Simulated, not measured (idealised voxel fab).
Documented hereafter: the process module known as voxel gate over fins.
Cross-section cut spans 300 nm and uses square cells 5 nm in size.
In what follows, cross-sections appear as grids of square cells, described through bands that run from the top down, where every band is one or more rows of cells. In this notation a band is specified by the heights of its top and bottom, in that order and in nm, after which its materials appear from left to right, each paired with its width in nm. The word "all across" attached to a single material means that material fills the band from edge to edge; the word "air" stands for empty space. Beneath 0, the wafer as received is one material, and that level is where height counting begins. The lowest band goes on downward without a bottom; it is written like "0..down". Width "30 to 40": first value at the band's top row of cells, second value at its bottom row, equal change from row to row. Where the words "same as before" appear for a step, the cross-section shows no cell changed by that step; every cell remained as before. Empty spaces counting at least 8 cells and having no open way to the top are listed in "Closed cavities". The notation width x height at distance is used for each, the distance being from the left edge and all three values in nm. It should be noted that, on the line of a given step, the content following the step's settings is a remark produced by the simulator itself with respect to that step. Among the settings permitted on a step's line is "overlay nm"; applied to a step with a mask, it specifies the extent to which the mask lay to the right of its planned position, whereas a negative figure signifies a position to the left.
Set out below are the planned steps of the process
- 1: RECEIVE (material Si)
- 2: CONFORMAL_DEP (material SiN; thk nm 5)
- 3: DIRECTIONAL_DEP (material aC; thk nm 10)
- 4: PATTERN (tone cover; mask id FINS; material resist; width nm 15; pitch nm 50; thk nm 25; overlay nm 0)
- 5: DIRECTIONAL_ETCH (etch materials aC; depth nm 10)
- 6: STRIP (etch materials resist)
- 7: DIRECTIONAL_ETCH (etch materials SiN; depth nm 5)
- 8: DIRECTIONAL_ETCH (etch materials Si; depth nm 40)
- 9: STRIP (etch materials aC)
- 10: OXIDIZE (depth nm 5)
- 11: FILL_DEP (material SiO2; thk nm 15)
- 12: CMP (height nm 5)
- 13: PATTERN (tone open; mask id RAIL; material resist; width nm 15; thk nm 20; overlay nm 0)
- 14: DIRECTIONAL_ETCH (etch materials SiO2; depth nm 40)
- 15: STRIP (etch materials resist)
- 16: CONFORMAL_DEP (material TiN; thk nm 5)
- 17: FILL_DEP (material W; thk nm 5)
- 18: CMP (height nm 5)
- 19: SELECTIVE_ETCH (etch materials W Ru TiN; depth nm 30)
- 20: FILL_DEP (material SiO2; thk nm 5)
- 21: CMP (height nm 5)
- 22: SELECTIVE_ETCH (etch materials SiO2; depth nm 20)
- 23: STRIP (etch materials SiN)
- 24: CONFORMAL_DEP (material HfO2; thk nm 5)
- 25: CONFORMAL_DEP (material TiN; thk nm 5)
- 26: CONFORMAL_DEP (material TiAl; thk nm 5)
- 27: CONFORMAL_DEP (material TiN; thk nm 5)
- 28: FILL_DEP (material W; thk nm 10)
- 29: CMP (height nm 25)
- 30: CONFORMAL_DEP (material SiCN; thk nm 5)
Account of the first of two wafers, which was processed as intended
Wafer cross-section on receipt, i.e. after step 1
	0..down  Si all across
	Closed cavities: none
The wafer in cross-section once step 2 is complete
	5..0  SiN all across
	Whatever lies below 0 is exactly as it was before.
The wafer in cross-section once step 3 is complete
	15..5  aC all across
	Whatever lies below 5 is exactly as it was before.
The wafer in cross-section once step 4 is complete
	40..15  air 90 nm | resist 15 nm | air 35 nm | resist 15 nm | air 35 nm | resist 15 nm | air 95 nm
	Whatever lies below 15 is exactly as it was before.
The wafer in cross-section once step 5 is complete
	30..15  air 90 nm | resist 15 nm | air 35 nm | resist 15 nm | air 35 nm | resist 15 nm | air 95 nm
	15..5  air 90 nm | aC 15 nm | air 35 nm | aC 15 nm | air 35 nm | aC 15 nm | air 95 nm
	Whatever lies below 5 is exactly as it was before.
The wafer in cross-section once step 6 is complete
	15..5  air 90 nm | aC 15 nm | air 35 nm | aC 15 nm | air 35 nm | aC 15 nm | air 95 nm
	Whatever lies below 5 is exactly as it was before.
The wafer in cross-section once step 7 is complete
	15..5  air 90 nm | aC 15 nm | air 35 nm | aC 15 nm | air 35 nm | aC 15 nm | air 95 nm
	5..0  air 90 nm | SiN 15 nm | air 35 nm | SiN 15 nm | air 35 nm | SiN 15 nm | air 95 nm
	Whatever lies below 0 is exactly as it was before.
The wafer in cross-section once step 8 is complete
	15..5  air 90 nm | aC 15 nm | air 35 nm | aC 15 nm | air 35 nm | aC 15 nm | air 95 nm
	5..0  air 90 nm | SiN 15 nm | air 35 nm | SiN 15 nm | air 35 nm | SiN 15 nm | air 95 nm
	0..-40  air 90 nm | Si 15 nm | air 35 nm | Si 15 nm | air 35 nm | Si 15 nm | air 95 nm
	Whatever lies below -40 is exactly as it was before.
The wafer in cross-section once step 9 is complete
	5..0  air 90 nm | SiN 15 nm | air 35 nm | SiN 15 nm | air 35 nm | SiN 15 nm | air 95 nm
	Whatever lies below 0 is exactly as it was before.
The wafer in cross-section once step 10 is complete
	5..0  air 90 nm | SiN 15 nm | air 35 nm | SiN 15 nm | air 35 nm | SiN 15 nm | air 95 nm
	0..-40  air 90 nm | SiO2 5 nm | Si 5 nm | SiO2 5 nm | air 35 nm | SiO2 5 nm | Si 5 nm | SiO2 5 nm | air 35 nm | SiO2 5 nm | Si 5 nm | SiO2 5 nm | air 95 nm
	-40..-45  SiO2 95 nm | Si 5 nm | SiO2 45 nm | Si 5 nm | SiO2 45 nm | Si 5 nm | SiO2 100 nm
	Whatever lies below -45 is exactly as it was before.
The wafer in cross-section once step 11 is complete
	20..5  SiO2 all across
	5..0  SiO2 90 nm | SiN 15 nm | SiO2 35 nm | SiN 15 nm | SiO2 35 nm | SiN 15 nm | SiO2 95 nm
	0..-45  SiO2 95 nm | Si 5 nm | SiO2 45 nm | Si 5 nm | SiO2 45 nm | Si 5 nm | SiO2 100 nm
	Whatever lies below -45 is exactly as it was before.
The wafer in cross-section once step 12 is complete
	5..0  SiO2 90 nm | SiN 15 nm | SiO2 35 nm | SiN 15 nm | SiO2 35 nm | SiN 15 nm | SiO2 95 nm
	Whatever lies below 0 is exactly as it was before.
The wafer in cross-section once step 13 is complete
	25..5  resist 115 nm | air 15 nm | resist 170 nm
	Whatever lies below 5 is exactly as it was before.
The wafer in cross-section once step 14 is complete
	25..5  resist 115 nm | air 15 nm | resist 170 nm
	5..0  SiO2 90 nm | SiN 15 nm | SiO2 10 nm | air 15 nm | SiO2 10 nm | SiN 15 nm | SiO2 35 nm | SiN 15 nm | SiO2 95 nm
	0..-35  SiO2 95 nm | Si 5 nm | SiO2 15 nm | air 15 nm | SiO2 15 nm | Si 5 nm | SiO2 45 nm | Si 5 nm | SiO2 100 nm
	Whatever lies below -35 is exactly as it was before.
The wafer in cross-section once step 15 is complete
	5..0  SiO2 90 nm | SiN 15 nm | SiO2 10 nm | air 15 nm | SiO2 10 nm | SiN 15 nm | SiO2 35 nm | SiN 15 nm | SiO2 95 nm
	Whatever lies below 0 is exactly as it was before.
The wafer in cross-section once step 16 is complete
	10..5  TiN 120 nm | air 5 nm | TiN 175 nm
	5..0  SiO2 90 nm | SiN 15 nm | SiO2 10 nm | TiN 5 nm | air 5 nm | TiN 5 nm | SiO2 10 nm | SiN 15 nm | SiO2 35 nm | SiN 15 nm | SiO2 95 nm
	0..-30  SiO2 95 nm | Si 5 nm | SiO2 15 nm | TiN 5 nm | air 5 nm | TiN 5 nm | SiO2 15 nm | Si 5 nm | SiO2 45 nm | Si 5 nm | SiO2 100 nm
	-30..-35  SiO2 95 nm | Si 5 nm | SiO2 15 nm | TiN 15 nm | SiO2 15 nm | Si 5 nm | SiO2 45 nm | Si 5 nm | SiO2 100 nm
	Whatever lies below -35 is exactly as it was before.
The wafer in cross-section once step 17 is complete
	15..10  W all across
	10..5  TiN 120 nm | W 5 nm | TiN 175 nm
	5..0  SiO2 90 nm | SiN 15 nm | SiO2 10 nm | TiN 5 nm | W 5 nm | TiN 5 nm | SiO2 10 nm | SiN 15 nm | SiO2 35 nm | SiN 15 nm | SiO2 95 nm
	0..-30  SiO2 95 nm | Si 5 nm | SiO2 15 nm | TiN 5 nm | W 5 nm | TiN 5 nm | SiO2 15 nm | Si 5 nm | SiO2 45 nm | Si 5 nm | SiO2 100 nm
	Whatever lies below -30 is exactly as it was before.
The wafer in cross-section once step 18 is complete
	5..0  SiO2 90 nm | SiN 15 nm | SiO2 10 nm | TiN 5 nm | W 5 nm | TiN 5 nm | SiO2 10 nm | SiN 15 nm | SiO2 35 nm | SiN 15 nm | SiO2 95 nm
	Whatever lies below 0 is exactly as it was before.
The wafer in cross-section once step 19 is complete
	5..0  SiO2 90 nm | SiN 15 nm | SiO2 10 nm | air 15 nm | SiO2 10 nm | SiN 15 nm | SiO2 35 nm | SiN 15 nm | SiO2 95 nm
	0..-25  SiO2 95 nm | Si 5 nm | SiO2 15 nm | air 15 nm | SiO2 15 nm | Si 5 nm | SiO2 45 nm | Si 5 nm | SiO2 100 nm
	Whatever lies below -25 is exactly as it was before.
The wafer in cross-section once step 20 is complete
	10..5  SiO2 all across
	5..0  SiO2 90 nm | SiN 15 nm | SiO2 35 nm | SiN 15 nm | SiO2 35 nm | SiN 15 nm | SiO2 95 nm
	0..-25  SiO2 95 nm | Si 5 nm | SiO2 45 nm | Si 5 nm | SiO2 45 nm | Si 5 nm | SiO2 100 nm
	Whatever lies below -25 is exactly as it was before.
The wafer in cross-section once step 21 is complete
	5..0  SiO2 90 nm | SiN 15 nm | SiO2 35 nm | SiN 15 nm | SiO2 35 nm | SiN 15 nm | SiO2 95 nm
	Whatever lies below 0 is exactly as it was before.
The wafer in cross-section once step 22 is complete
	5..0  air 90 nm | SiN 15 nm | air 35 nm | SiN 15 nm | air 35 nm | SiN 15 nm | air 95 nm
	0..-15  air 95 nm | Si 5 nm | air 45 nm | Si 5 nm | air 45 nm | Si 5 nm | air 100 nm
	Whatever lies below -15 is exactly as it was before.
The wafer in cross-section once step 23 is complete
	0..-15  air 95 nm | Si 5 nm | air 45 nm | Si 5 nm | air 45 nm | Si 5 nm | air 100 nm
	Whatever lies below -15 is exactly as it was before.
The wafer in cross-section once step 24 is complete
	5..0  air 90 nm | HfO2 15 nm | air 35 nm | HfO2 15 nm | air 35 nm | HfO2 15 nm | air 95 nm
	0..-10  air 90 nm | HfO2 5 nm | Si 5 nm | HfO2 5 nm | air 35 nm | HfO2 5 nm | Si 5 nm | HfO2 5 nm | air 35 nm | HfO2 5 nm | Si 5 nm | HfO2 5 nm | air 95 nm
	-10..-15  HfO2 95 nm | Si 5 nm | HfO2 45 nm | Si 5 nm | HfO2 45 nm | Si 5 nm | HfO2 100 nm
	Whatever lies below -15 is exactly as it was before.
The wafer in cross-section once step 25 is complete
	10..5  air 85 nm | TiN 25 nm | air 25 nm | TiN 25 nm | air 25 nm | TiN 25 nm | air 90 nm
	5..0  air 85 nm | TiN 5 nm | HfO2 15 nm | TiN 5 nm | air 25 nm | TiN 5 nm | HfO2 15 nm | TiN 5 nm | air 25 nm | TiN 5 nm | HfO2 15 nm | TiN 5 nm | air 90 nm
	0..-5  air 85 nm | TiN 5 nm | HfO2 5 nm | Si 5 nm | HfO2 5 nm | TiN 5 nm | air 25 nm | TiN 5 nm | HfO2 5 nm | Si 5 nm | HfO2 5 nm | TiN 5 nm | air 25 nm | TiN 5 nm | HfO2 5 nm | Si 5 nm | HfO2 5 nm | TiN 5 nm | air 90 nm
	-5..-10  TiN 90 nm | HfO2 5 nm | Si 5 nm | HfO2 5 nm | TiN 35 nm | HfO2 5 nm | Si 5 nm | HfO2 5 nm | TiN 35 nm | HfO2 5 nm | Si 5 nm | HfO2 5 nm | TiN 95 nm
	Whatever lies below -10 is exactly as it was before.
The wafer in cross-section once step 26 is complete
	15..10  air 80 nm | TiAl 35 nm | air 15 nm | TiAl 35 nm | air 15 nm | TiAl 35 nm | air 85 nm
	10..5  air 80 nm | TiAl 5 nm | TiN 25 nm | TiAl 5 nm | air 15 nm | TiAl 5 nm | TiN 25 nm | TiAl 5 nm | air 15 nm | TiAl 5 nm | TiN 25 nm | TiAl 5 nm | air 85 nm
	5..0  air 80 nm | TiAl 5 nm | TiN 5 nm | HfO2 15 nm | TiN 5 nm | TiAl 5 nm | air 15 nm | TiAl 5 nm | TiN 5 nm | HfO2 15 nm | TiN 5 nm | TiAl 5 nm | air 15 nm | TiAl 5 nm | TiN 5 nm | HfO2 15 nm | TiN 5 nm | TiAl 5 nm | air 85 nm
	0..-5  TiAl 85 nm | TiN 5 nm | HfO2 5 nm | Si 5 nm | HfO2 5 nm | TiN 5 nm | TiAl 25 nm | TiN 5 nm | HfO2 5 nm | Si 5 nm | HfO2 5 nm | TiN 5 nm | TiAl 25 nm | TiN 5 nm | HfO2 5 nm | Si 5 nm | HfO2 5 nm | TiN 5 nm | TiAl 90 nm
	Whatever lies below -5 is exactly as it was before.
The wafer in cross-section once step 27 is complete
	20..15  air 75 nm | TiN 45 nm | air 5 nm | TiN 45 nm | air 5 nm | TiN 45 nm | air 80 nm
	15..10  air 75 nm | TiN 5 nm | TiAl 35 nm | TiN 5 nm | air 5 nm | TiN 5 nm | TiAl 35 nm | TiN 5 nm | air 5 nm | TiN 5 nm | TiAl 35 nm | TiN 5 nm | air 80 nm
	10..5  air 75 nm | TiN 5 nm | TiAl 5 nm | TiN 25 nm | TiAl 5 nm | TiN 5 nm | air 5 nm | TiN 5 nm | TiAl 5 nm | TiN 25 nm | TiAl 5 nm | TiN 5 nm | air 5 nm | TiN 5 nm | TiAl 5 nm | TiN 25 nm | TiAl 5 nm | TiN 5 nm | air 80 nm
	5..0  TiN 80 nm | TiAl 5 nm | TiN 5 nm | HfO2 15 nm | TiN 5 nm | TiAl 5 nm | TiN 15 nm | TiAl 5 nm | TiN 5 nm | HfO2 15 nm | TiN 5 nm | TiAl 5 nm | TiN 15 nm | TiAl 5 nm | TiN 5 nm | HfO2 15 nm | TiN 5 nm | TiAl 5 nm | TiN 85 nm
	Whatever lies below 0 is exactly as it was before.
The wafer in cross-section once step 28 is complete
	30..20  W all across
	20..15  W 75 nm | TiN 45 nm | W 5 nm | TiN 45 nm | W 5 nm | TiN 45 nm | W 80 nm
	15..10  W 75 nm | TiN 5 nm | TiAl 35 nm | TiN 5 nm | W 5 nm | TiN 5 nm | TiAl 35 nm | TiN 5 nm | W 5 nm | TiN 5 nm | TiAl 35 nm | TiN 5 nm | W 80 nm
	10..5  W 75 nm | TiN 5 nm | TiAl 5 nm | TiN 25 nm | TiAl 5 nm | TiN 5 nm | W 5 nm | TiN 5 nm | TiAl 5 nm | TiN 25 nm | TiAl 5 nm | TiN 5 nm | W 5 nm | TiN 5 nm | TiAl 5 nm | TiN 25 nm | TiAl 5 nm | TiN 5 nm | W 80 nm
	Whatever lies below 5 is exactly as it was before.
The wafer in cross-section once step 29 is complete
	25..20  W all across
	Whatever lies below 20 is exactly as it was before.
The wafer in cross-section once step 30 is complete
	30..25  SiCN all across
	Whatever lies below 25 is exactly as it was before.
Okay, second wafer. Nothing different at the start, nothing different in the plan, just one mistake somewhere in the running. As far as step 12, counting that step, it's the first wafer all over again
When step 13 should have ended
	25..5  air 115 nm | resist 15 nm | air 170 nm
	Whatever lies below 5 is exactly as it was before.
When step 14 should have ended
	25..5  air 115 nm | resist 15 nm | air 170 nm
	5..0  air 90 nm | SiN 15 nm | air 10 nm | SiO2 15 nm | air 10 nm | SiN 15 nm | air 35 nm | SiN 15 nm | air 95 nm
	0..-35  air 90 nm | SiO2 5 nm | Si 5 nm | SiO2 5 nm | air 10 nm | SiO2 15 nm | air 10 nm | SiO2 5 nm | Si 5 nm | SiO2 5 nm | air 35 nm | SiO2 5 nm | Si 5 nm | SiO2 5 nm | air 95 nm
	Whatever lies below -35 is exactly as it was before.
When step 15 should have ended
	5..0  air 90 nm | SiN 15 nm | air 10 nm | SiO2 15 nm | air 10 nm | SiN 15 nm | air 35 nm | SiN 15 nm | air 95 nm
	Whatever lies below 0 is exactly as it was before.
When step 16 should have ended
	10..5  air 85 nm | TiN 75 nm | air 25 nm | TiN 25 nm | air 90 nm
	5..0  air 85 nm | TiN 5 nm | SiN 15 nm | TiN 10 nm | SiO2 15 nm | TiN 10 nm | SiN 15 nm | TiN 5 nm | air 25 nm | TiN 5 nm | SiN 15 nm | TiN 5 nm | air 90 nm
	0..-30  air 85 nm | TiN 5 nm | SiO2 5 nm | Si 5 nm | SiO2 5 nm | TiN 10 nm | SiO2 15 nm | TiN 10 nm | SiO2 5 nm | Si 5 nm | SiO2 5 nm | TiN 5 nm | air 25 nm | TiN 5 nm | SiO2 5 nm | Si 5 nm | SiO2 5 nm | TiN 5 nm | air 90 nm
	-30..-35  TiN 90 nm | SiO2 5 nm | Si 5 nm | SiO2 5 nm | TiN 10 nm | SiO2 15 nm | TiN 10 nm | SiO2 5 nm | Si 5 nm | SiO2 5 nm | TiN 35 nm | SiO2 5 nm | Si 5 nm | SiO2 5 nm | TiN 95 nm
	Whatever lies below -35 is exactly as it was before.
When step 17 should have ended
	15..10  W all across
	10..5  W 85 nm | TiN 75 nm | W 25 nm | TiN 25 nm | W 90 nm
	5..0  W 85 nm | TiN 5 nm | SiN 15 nm | TiN 10 nm | SiO2 15 nm | TiN 10 nm | SiN 15 nm | TiN 5 nm | W 25 nm | TiN 5 nm | SiN 15 nm | TiN 5 nm | W 90 nm
	0..-30  W 85 nm | TiN 5 nm | SiO2 5 nm | Si 5 nm | SiO2 5 nm | TiN 10 nm | SiO2 15 nm | TiN 10 nm | SiO2 5 nm | Si 5 nm | SiO2 5 nm | TiN 5 nm | W 25 nm | TiN 5 nm | SiO2 5 nm | Si 5 nm | SiO2 5 nm | TiN 5 nm | W 90 nm
	Whatever lies below -30 is exactly as it was before.
When step 18 should have ended
	5..0  W 85 nm | TiN 5 nm | SiN 15 nm | TiN 10 nm | SiO2 15 nm | TiN 10 nm | SiN 15 nm | TiN 5 nm | W 25 nm | TiN 5 nm | SiN 15 nm | TiN 5 nm | W 90 nm
	Whatever lies below 0 is exactly as it was before.
When step 19 should have ended
	5..0  air 90 nm | SiN 15 nm | air 10 nm | SiO2 15 nm | air 10 nm | SiN 15 nm | air 35 nm | SiN 15 nm | air 95 nm
	0..-25  air 90 nm | SiO2 5 nm | Si 5 nm | SiO2 5 nm | air 10 nm | SiO2 15 nm | air 10 nm | SiO2 5 nm | Si 5 nm | SiO2 5 nm | air 35 nm | SiO2 5 nm | Si 5 nm | SiO2 5 nm | air 95 nm
	Whatever lies below -25 is exactly as it was before.
When step 20 should have ended
	10..5  SiO2 all across
	5..0  SiO2 90 nm | SiN 15 nm | SiO2 35 nm | SiN 15 nm | SiO2 35 nm | SiN 15 nm | SiO2 95 nm
	0..-25  SiO2 95 nm | Si 5 nm | SiO2 45 nm | Si 5 nm | SiO2 45 nm | Si 5 nm | SiO2 100 nm
	Whatever lies below -25 is exactly as it was before.
When step 21 should have ended
	5..0  SiO2 90 nm | SiN 15 nm | SiO2 35 nm | SiN 15 nm | SiO2 35 nm | SiN 15 nm | SiO2 95 nm
	Whatever lies below 0 is exactly as it was before.
When step 22 should have ended
	5..0  air 90 nm | SiN 15 nm | air 35 nm | SiN 15 nm | air 35 nm | SiN 15 nm | air 95 nm
	0..-15  air 95 nm | Si 5 nm | air 45 nm | Si 5 nm | air 45 nm | Si 5 nm | air 100 nm
	Whatever lies below -15 is exactly as it was before.
When step 23 should have ended
	0..-15  air 95 nm | Si 5 nm | air 45 nm | Si 5 nm | air 45 nm | Si 5 nm | air 100 nm
	Whatever lies below -15 is exactly as it was before.
When step 24 should have ended
	5..0  air 90 nm | HfO2 15 nm | air 35 nm | HfO2 15 nm | air 35 nm | HfO2 15 nm | air 95 nm
	0..-10  air 90 nm | HfO2 5 nm | Si 5 nm | HfO2 5 nm | air 35 nm | HfO2 5 nm | Si 5 nm | HfO2 5 nm | air 35 nm | HfO2 5 nm | Si 5 nm | HfO2 5 nm | air 95 nm
	-10..-15  HfO2 95 nm | Si 5 nm | HfO2 45 nm | Si 5 nm | HfO2 45 nm | Si 5 nm | HfO2 100 nm
	Whatever lies below -15 is exactly as it was before.
When step 25 should have ended
	10..5  air 85 nm | TiN 25 nm | air 25 nm | TiN 25 nm | air 25 nm | TiN 25 nm | air 90 nm
	5..0  air 85 nm | TiN 5 nm | HfO2 15 nm | TiN 5 nm | air 25 nm | TiN 5 nm | HfO2 15 nm | TiN 5 nm | air 25 nm | TiN 5 nm | HfO2 15 nm | TiN 5 nm | air 90 nm
	0..-5  air 85 nm | TiN 5 nm | HfO2 5 nm | Si 5 nm | HfO2 5 nm | TiN 5 nm | air 25 nm | TiN 5 nm | HfO2 5 nm | Si 5 nm | HfO2 5 nm | TiN 5 nm | air 25 nm | TiN 5 nm | HfO2 5 nm | Si 5 nm | HfO2 5 nm | TiN 5 nm | air 90 nm
	-5..-10  TiN 90 nm | HfO2 5 nm | Si 5 nm | HfO2 5 nm | TiN 35 nm | HfO2 5 nm | Si 5 nm | HfO2 5 nm | TiN 35 nm | HfO2 5 nm | Si 5 nm | HfO2 5 nm | TiN 95 nm
	Whatever lies below -10 is exactly as it was before.
When step 26 should have ended
	15..10  air 80 nm | TiAl 35 nm | air 15 nm | TiAl 35 nm | air 15 nm | TiAl 35 nm | air 85 nm
	10..5  air 80 nm | TiAl 5 nm | TiN 25 nm | TiAl 5 nm | air 15 nm | TiAl 5 nm | TiN 25 nm | TiAl 5 nm | air 15 nm | TiAl 5 nm | TiN 25 nm | TiAl 5 nm | air 85 nm
	5..0  air 80 nm | TiAl 5 nm | TiN 5 nm | HfO2 15 nm | TiN 5 nm | TiAl 5 nm | air 15 nm | TiAl 5 nm | TiN 5 nm | HfO2 15 nm | TiN 5 nm | TiAl 5 nm | air 15 nm | TiAl 5 nm | TiN 5 nm | HfO2 15 nm | TiN 5 nm | TiAl 5 nm | air 85 nm
	0..-5  TiAl 85 nm | TiN 5 nm | HfO2 5 nm | Si 5 nm | HfO2 5 nm | TiN 5 nm | TiAl 25 nm | TiN 5 nm | HfO2 5 nm | Si 5 nm | HfO2 5 nm | TiN 5 nm | TiAl 25 nm | TiN 5 nm | HfO2 5 nm | Si 5 nm | HfO2 5 nm | TiN 5 nm | TiAl 90 nm
	Whatever lies below -5 is exactly as it was before.
When step 27 should have ended
	20..15  air 75 nm | TiN 45 nm | air 5 nm | TiN 45 nm | air 5 nm | TiN 45 nm | air 80 nm
	15..10  air 75 nm | TiN 5 nm | TiAl 35 nm | TiN 5 nm | air 5 nm | TiN 5 nm | TiAl 35 nm | TiN 5 nm | air 5 nm | TiN 5 nm | TiAl 35 nm | TiN 5 nm | air 80 nm
	10..5  air 75 nm | TiN 5 nm | TiAl 5 nm | TiN 25 nm | TiAl 5 nm | TiN 5 nm | air 5 nm | TiN 5 nm | TiAl 5 nm | TiN 25 nm | TiAl 5 nm | TiN 5 nm | air 5 nm | TiN 5 nm | TiAl 5 nm | TiN 25 nm | TiAl 5 nm | TiN 5 nm | air 80 nm
	5..0  TiN 80 nm | TiAl 5 nm | TiN 5 nm | HfO2 15 nm | TiN 5 nm | TiAl 5 nm | TiN 15 nm | TiAl 5 nm | TiN 5 nm | HfO2 15 nm | TiN 5 nm | TiAl 5 nm | TiN 15 nm | TiAl 5 nm | TiN 5 nm | HfO2 15 nm | TiN 5 nm | TiAl 5 nm | TiN 85 nm
	Whatever lies below 0 is exactly as it was before.
When step 28 should have ended
	30..20  W all across
	20..15  W 75 nm | TiN 45 nm | W 5 nm | TiN 45 nm | W 5 nm | TiN 45 nm | W 80 nm
	15..10  W 75 nm | TiN 5 nm | TiAl 35 nm | TiN 5 nm | W 5 nm | TiN 5 nm | TiAl 35 nm | TiN 5 nm | W 5 nm | TiN 5 nm | TiAl 35 nm | TiN 5 nm | W 80 nm
	10..5  W 75 nm | TiN 5 nm | TiAl 5 nm | TiN 25 nm | TiAl 5 nm | TiN 5 nm | W 5 nm | TiN 5 nm | TiAl 5 nm | TiN 25 nm | TiAl 5 nm | TiN 5 nm | W 5 nm | TiN 5 nm | TiAl 5 nm | TiN 25 nm | TiAl 5 nm | TiN 5 nm | W 80 nm
	Whatever lies below 5 is exactly as it was before.
When step 29 should have ended
	25..20  W all across
	Whatever lies below 20 is exactly as it was before.
When step 30 should have ended
	30..25  SiCN all across
	Whatever lies below 25 is exactly as it was before.
Diagnosis: step 13, actual vs plan mismatch, actual run PATTERN (tone cover; mask id RAIL; material resist; width nm 15; thk nm 20; overlay nm 0)
Final cells, second wafer relative to first, materials higher or lower: 90 fewer of SiO2; 51 more of TiN; 39 more of W
